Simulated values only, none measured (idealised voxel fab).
The process module presented herein is designated voxel ribs on slabs.
The cross-section shown here is cut; it is 265 nm wide and divided into square cells measuring 5 nm on a side.
In what follows, cross-sections appear as grids of square cells, described through bands that run from the top down, where every band is one or more rows of cells.
What a band's entry tells you: where the top is and where the bottom is, as heights in nm, and after that what lies inside, material by material from left to right, each with its width in nm. Empty space is written as the word "air", and a single material marked with the word "everywhere" occupies the band from edge to edge.
Beneath 0, the wafer as received is one material, and that level is where height counting begins. The lowest band goes on downward without a bottom; it is written like "0 and below".
Graded width ("30->40"): value in top row of band = first number; value in bottom row = second number; row-to-row change constant.
A step reported as "all unchanged" is a step in which no cell of the cross-section changed.
"Sealed void inventory" - sealed voids, min. 8 cells, no opening to top; format: width x height at distance (distance from left edge; nm throughout).
Note: text after step settings on the step line = simulator remark on that step.
Each step line may optionally specify "overlay nm", which for a step with a mask gives the rightward distance between the mask's planned place and where it lay, a negative value indicating the leftward direction.
[Set out below are the planned steps of the process]
1 RECEIVE,material Si
2 DIRECTIONAL_DEP,material SiO2,thk nm 25
3 DIRECTIONAL_DEP,material polySi,thk nm 15
4 DIRECTIONAL_DEP,material aC,thk nm 15
5 PATTERN,tone cover,mask id RIB,material resist,width nm 20,thk nm 30,overlay nm 0
6 DIRECTIONAL_ETCH,etch materials aC,depth nm 15
7 STRIP,etch materials resist
8 DIRECTIONAL_ETCH,etch materials polySi,depth nm 5
9 STRIP,etch materials aC
10 DIRECTIONAL_DEP,material aC,thk nm 10
11 PATTERN,tone cover,mask id SLAB,material resist,width nm 50,thk nm 25,overlay nm 0
12 DIRECTIONAL_ETCH,etch materials aC,depth nm 10
13 STRIP,etch materials resist
14 DIRECTIONAL_ETCH,etch materials polySi,depth nm 10
15 STRIP,etch materials aC
16 FILL_DEP,material SiO2,thk nm 30
17 CMP,height nm 60
18 DIRECTIONAL_DEP,material W,thk nm 10
19 MASKED_ETCH,tone cover,mask id HEATER,width nm 30,etch materials W,depth nm 10,overlay nm 0
20 CONFORMAL_DEP,material SiO2,thk nm 10
[Account of the first of two wafers, which was processed as intended]
[Received-state cross-section, reflecting completion of step 1]
* 0 and below | Si everywhere
* Sealed void inventory: none
[The wafer in cross-section once step 2 is complete]
* 25 down to 0 | SiO2 everywhere
* Unchanged below 0.
[The wafer in cross-section once step 3 is complete]
* 40 down to 25 | polySi everywhere
* Unchanged below 25.
[The wafer in cross-section once step 4 is complete]
* 55 down to 40 | aC everywhere
* Unchanged below 40.
[The wafer in cross-section once step 5 is complete]
* 85 down to 55 | air (120), resist (20), air (125)
* Unchanged below 55.
[The wafer in cross-section once step 6 is complete]
* 70 down to 55 | air (120), resist (20), air (125)
* 55 down to 40 | air (120), aC (20), air (125)
* Unchanged below 40.
[The wafer in cross-section once step 7 is complete]
* 55 down to 40 | air (120), aC (20), air (125)
* Unchanged below 40.
[The wafer in cross-section once step 8 is complete]
* 55 down to 40 | air (120), aC (20), air (125)
* 40 down to 35 | air (120), polySi (20), air (125)
* Unchanged below 35.
[The wafer in cross-section once step 9 is complete]
* 40 down to 35 | air (120), polySi (20), air (125)
* Unchanged below 35.
[The wafer in cross-section once step 10 is complete]
* 50 down to 45 | air (120), aC (20), air (125)
* 45 down to 40 | aC everywhere
* 40 down to 35 | aC (120), polySi (20), aC (125)
* Unchanged below 35.
[The wafer in cross-section once step 11 is complete]
* 75 down to 50 | air (105), resist (50), air (110)
* 50 down to 45 | air (105), resist (15), aC (20), resist (15), air (110)
* Unchanged below 45.
[The wafer in cross-section once step 12 is complete]
* 65 down to 50 | air (105), resist (50), air (110)
* 50 down to 45 | air (105), resist (15), aC (20), resist (15), air (110)
* 45 down to 40 | air (105), aC (50), air (110)
* 40 down to 35 | air (105), aC (15), polySi (20), aC (15), air (110)
* Unchanged below 35.
[The wafer in cross-section once step 13 is complete]
* 50 down to 40 | air (120->105), aC (20->50), air (125->110)
* Unchanged below 40.
[The wafer in cross-section once step 14 is complete]
* 50 down to 40 | air (120->105), aC (20->50), air (125->110)
* 40 down to 35 | air (105), aC (15), polySi (20), aC (15), air (110)
* 35 down to 25 | air (105), polySi (50), air (110)
* Unchanged below 25.
[The wafer in cross-section once step 15 is complete]
* 40 down to 35 | air (120), polySi (20), air (125)
* Unchanged below 35.
[The wafer in cross-section once step 16 is complete]
* 70 down to 40 | SiO2 everywhere
* 40 down to 35 | SiO2 (120), polySi (20), SiO2 (125)
* 35 down to 25 | SiO2 (105), polySi (50), SiO2 (110)
* Unchanged below 25.
[The wafer in cross-section once step 17 is complete]
* 60 down to 40 | SiO2 everywhere
* Unchanged below 40.
[The wafer in cross-section once step 18 is complete]
* 70 down to 60 | W everywhere
* Unchanged below 60.
[The wafer in cross-section once step 19 is complete]
* 70 down to 60 | air (115), W (30), air (120)
* Unchanged below 60.
[The wafer in cross-section once step 20 is complete]
* 80 down to 70 | air (105), SiO2 (50), air (110)
* 70 down to 60 | SiO2 (115), W (30), SiO2 (120)
* Unchanged below 60.
[second wafer: like start, like plan, one mistake. Through step 4 it matches the first wafer]
[Cross-section of the second wafer at the time by which step 5 should have been completed according to the plan]
* 85 down to 55 | air (110), resist (20), air (135)
* Unchanged below 55.
[Cross-section of the second wafer at the time by which step 6 should have been completed according to the plan]
* 70 down to 55 | air (110), resist (20), air (135)
* 55 down to 40 | air (110), aC (20), air (135)
* Unchanged below 40.
[Cross-section of the second wafer at the time by which step 7 should have been completed according to the plan]
* 55 down to 40 | air (110), aC (20), air (135)
* Unchanged below 40.
[Cross-section of the second wafer at the time by which step 8 should have been completed according to the plan]
* 55 down to 40 | air (110), aC (20), air (135)
* 40 down to 35 | air (110), polySi (20), air (135)
* Unchanged below 35.
[Cross-section of the second wafer at the time by which step 9 should have been completed according to the plan]
* 40 down to 35 | air (110), polySi (20), air (135)
* Unchanged below 35.
[Cross-section of the second wafer at the time by which step 10 should have been completed according to the plan]
* 50 down to 45 | air (110), aC (20), air (135)
* 45 down to 40 | aC everywhere
* 40 down to 35 | aC (110), polySi (20), aC (135)
* Unchanged below 35.
[Cross-section of the second wafer at the time by which step 11 should have been completed according to the plan]
* 75 down to 50 | air (105), resist (50), air (110)
* 50 down to 45 | air (105), resist (5), aC (20), resist (25), air (110)
* Unchanged below 45.
[Cross-section of the second wafer at the time by which step 12 should have been completed according to the plan]
* 65 down to 50 | air (105), resist (50), air (110)
* 50 down to 45 | air (105), resist (5), aC (20), resist (25), air (110)
* 45 down to 40 | air (105), aC (50), air (110)
* 40 down to 35 | air (105), aC (5), polySi (20), aC (25), air (110)
* Unchanged below 35.
[Cross-section of the second wafer at the time by which step 13 should have been completed according to the plan]
* 50 down to 40 | air (110->105), aC (20->50), air (135->110)
* Unchanged below 40.
[Cross-section of the second wafer at the time by which step 14 should have been completed according to the plan]
* 50 down to 40 | air (110->105), aC (20->50), air (135->110)
* 40 down to 35 | air (105), aC (5), polySi (20), aC (25), air (110)
* 35 down to 25 | air (105), polySi (50), air (110)
* Unchanged below 25.
[Cross-section of the second wafer at the time by which step 15 should have been completed according to the plan]
* 40 down to 35 | air (110), polySi (20), air (135)
* Unchanged below 35.
[Cross-section of the second wafer at the time by which step 16 should have been completed according to the plan]
* 70 down to 40 | SiO2 everywhere
* 40 down to 35 | SiO2 (110), polySi (20), SiO2 (135)
* 35 down to 25 | SiO2 (105), polySi (50), SiO2 (110)
* Unchanged below 25.
[Cross-section of the second wafer at the time by which step 17 should have been completed according to the plan]
* 60 down to 40 | SiO2 everywhere
* Unchanged below 40.
[Cross-section of the second wafer at the time by which step 18 should have been completed according to the plan]
* 70 down to 60 | W everywhere
* Unchanged below 60.
[Cross-section of the second wafer at the time by which step 19 should have been completed according to the plan]
* 70 down to 60 | air (115), W (30), air (120)
* Unchanged below 60.
[Cross-section of the second wafer at the time by which step 20 should have been completed according to the plan]
* 80 down to 70 | air (105), SiO2 (50), air (110)
* 70 down to 60 | SiO2 (115), W (30), SiO2 (120)
* Unchanged below 60.
What went wrong in running the wafer? step 5 did not happen as planned, as run it was PATTERN,tone cover,mask id RIB,material resist,width nm 20,thk nm 30,overlay nm -10
Both wafers, final: cells per material equal; arrangement not.
